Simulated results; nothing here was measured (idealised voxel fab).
process module | voxel local oxidation
cross-section cut | 160 nm wide | cells 5 nm
A cross-section is a grid of square cells, given in bands from the top down. A band is one or more rows of cells.
Each band's line starts with the height of the band's top and of its bottom, in nm. Then come its materials from left to right, each with its width in nm. One material with "throughout" fills the band from edge to edge. "air" is empty space.
Height 0 is the level under which the wafer as received is all one material. The lowest band goes on downwards, as in "0 down".
A width such as "30 to 40" changes by the same amount from each row of cells to the next, from the band's top row to its bottom row.
"no change" after a step means that no cell of the cross-section changed.
closed voids: empty space of 8 cells or more with no open way to the top, each as width x height at its distance from the left edge, in nm
after a step's settings: what the simulator itself notes on the step
overlay nm, on a step with a mask: how far to the right of its planned place the mask lay; to the left if negative
plan
1 op RECEIVE | material Si
2 op OXIDIZE | depth nm 5
3 op CONFORMAL_DEP | material SiN | thk nm 10
4 op DIRECTIONAL_DEP | material aC | thk nm 10
5 op PATTERN | tone cover | mask id ACTIVE | material resist | width nm 95 | thk nm 30 | overlay nm 0
6 op DIRECTIONAL_ETCH | etch materials aC | depth nm 10
7 op STRIP | etch materials resist
8 op DIRECTIONAL_ETCH | etch materials SiN | depth nm 10
9 op STRIP | etch materials aC
10 op SELECTIVE_ETCH | etch materials SiO2 | depth nm 5
11 op OXIDIZE | depth nm 15
12 op STRIP | etch materials SiN
first wafer, as planned
as received, after step 1
  0 down: Si throughout
  closed voids: none
after step 2
  0 to -5: SiO2 throughout
  below -5: unchanged
after step 3
  10 to 0: SiN throughout
  below 0: unchanged
after step 4
  20 to 10: aC throughout
  below 10: unchanged
after step 5
  50 to 20: air 30 | resist 95 | air 35
  below 20: unchanged
after step 6
  40 to 20: air 30 | resist 95 | air 35
  20 to 10: air 30 | aC 95 | air 35
  below 10: unchanged
after step 7
  20 to 10: air 30 | aC 95 | air 35
  below 10: unchanged
after step 8
  20 to 10: air 30 | aC 95 | air 35
  10 to 0: air 30 | SiN 95 | air 35
  below 0: unchanged
after step 9
  10 to 0: air 30 | SiN 95 | air 35
  below 0: unchanged
after step 10
  10 to 0: air 30 | SiN 95 | air 35
  0 to -5: air 35 | SiO2 85 | air 40
  below -5: unchanged
after step 11
  10 to 0: air 30 | SiN 95 | air 35
  0 to -5: air 35 | SiO2 85 | air 40
  -5 to -20: SiO2 50 | Si 55 | SiO2 55
  below -20: unchanged
after step 12
  0 to -5: air 35 | SiO2 85 | air 40
  below -5: unchanged
second wafer: like start, like plan, one mistake. Through step 11 it matches the first wafer
when step 12 should have ended
  0 to -5: air 35 | SiO2 85 | air 40
  below -5: unchanged
what went wrong: step 12 was run twice
at the end the two cross-sections are the same: no effect in what this model computes
